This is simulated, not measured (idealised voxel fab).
process module | voxel self aligned vias
cross-section cut | 300 nm wide | cells 5 nm
A cross-section is a grid of square cells, given in bands from the top down. A band is one or more rows of cells.
Each band's line starts with the height of the band's top and of its bottom, in nm. Then come its materials from left to right, each with its width in nm. One material with "throughout" fills the band from edge to edge. "air" is empty space.
Height 0 is the level under which the wafer as received is all one material. The lowest band goes on downwards, as in "0 down".
A width such as "30 to 40" changes by the same amount from each row of cells to the next, from the band's top row to its bottom row.
"no change" after a step means that no cell of the cross-section changed.
closed voids: empty space of 8 cells or more with no open way to the top, each as width x height at its distance from the left edge, in nm
after a step's settings: what the simulator itself notes on the step
overlay nm, on a step with a mask: how far to the right of its planned place the mask lay; to the left if negative
plan
1 op RECEIVE | material Si
2 op CONFORMAL_DEP | material SiO2 | thk nm 10
3 op CONFORMAL_DEP | material SiCN | thk nm 5
4 op DIRECTIONAL_DEP | material lowk | thk nm 20
5 op DIRECTIONAL_DEP | material aC | thk nm 10
6 op PATTERN | tone open | mask id LINES | material resist | width nm 20 | pitch nm 70 | thk nm 30 | overlay nm 0
7 op DIRECTIONAL_ETCH | etch materials aC | depth nm 10
8 op STRIP | etch materials resist
9 op DIRECTIONAL_ETCH | etch materials lowk | depth nm 20
10 op STRIP | etch materials aC
11 op CONFORMAL_DEP | material TiN | thk nm 5
12 op FILL_DEP | material W | thk nm 10
13 op CMP | height nm 35
14 op SELECTIVE_ETCH | etch materials W Ru TiN | depth nm 5
15 op FILL_DEP | material SiN | thk nm 5
16 op CMP | height nm 35
17 op DIRECTIONAL_DEP | material lowk | thk nm 20
18 op PATTERN | tone open | mask id VIAS | material resist | width nm 40 | thk nm 20 | overlay nm 0
19 op DIRECTIONAL_ETCH | etch materials lowk | depth nm 20
20 op DIRECTIONAL_ETCH | etch materials SiN | depth nm 5
21 op STRIP | etch materials resist
22 op CONFORMAL_DEP | material TiN | thk nm 5
23 op FILL_DEP | material W | thk nm 10
24 op CMP | height nm 55
25 op CONFORMAL_DEP | material SiN | thk nm 5
as received, after step 1
  0 down: Si throughout
  closed voids: none
a wafer at the end: this start, this plan, one mistake
  60 to 55: SiN throughout
  55 to 40: W 90 | TiN 5 | lowk 40 | TiN 5 | W 160
  40 to 35: TiN 95 | lowk 40 | TiN 45 | W 10 | TiN 110
  35 to 30: lowk 105 | SiN 20 | lowk 50 | TiN 20 | lowk 105
  30 to 20: lowk 105 | TiN 5 | W 10 | TiN 5 | lowk 50 | TiN 5 | W 10 | TiN 5 | lowk 105
  20 to 15: lowk 105 | TiN 20 | lowk 50 | TiN 20 | lowk 105
  15 to 10: SiCN throughout
  10 to 0: SiO2 throughout
  0 down: Si throughout
  closed voids: none
what went wrong: step 18 ran as: op PATTERN | tone cover | mask id VIAS | material resist | width nm 40 | thk nm 20 | overlay nm 0
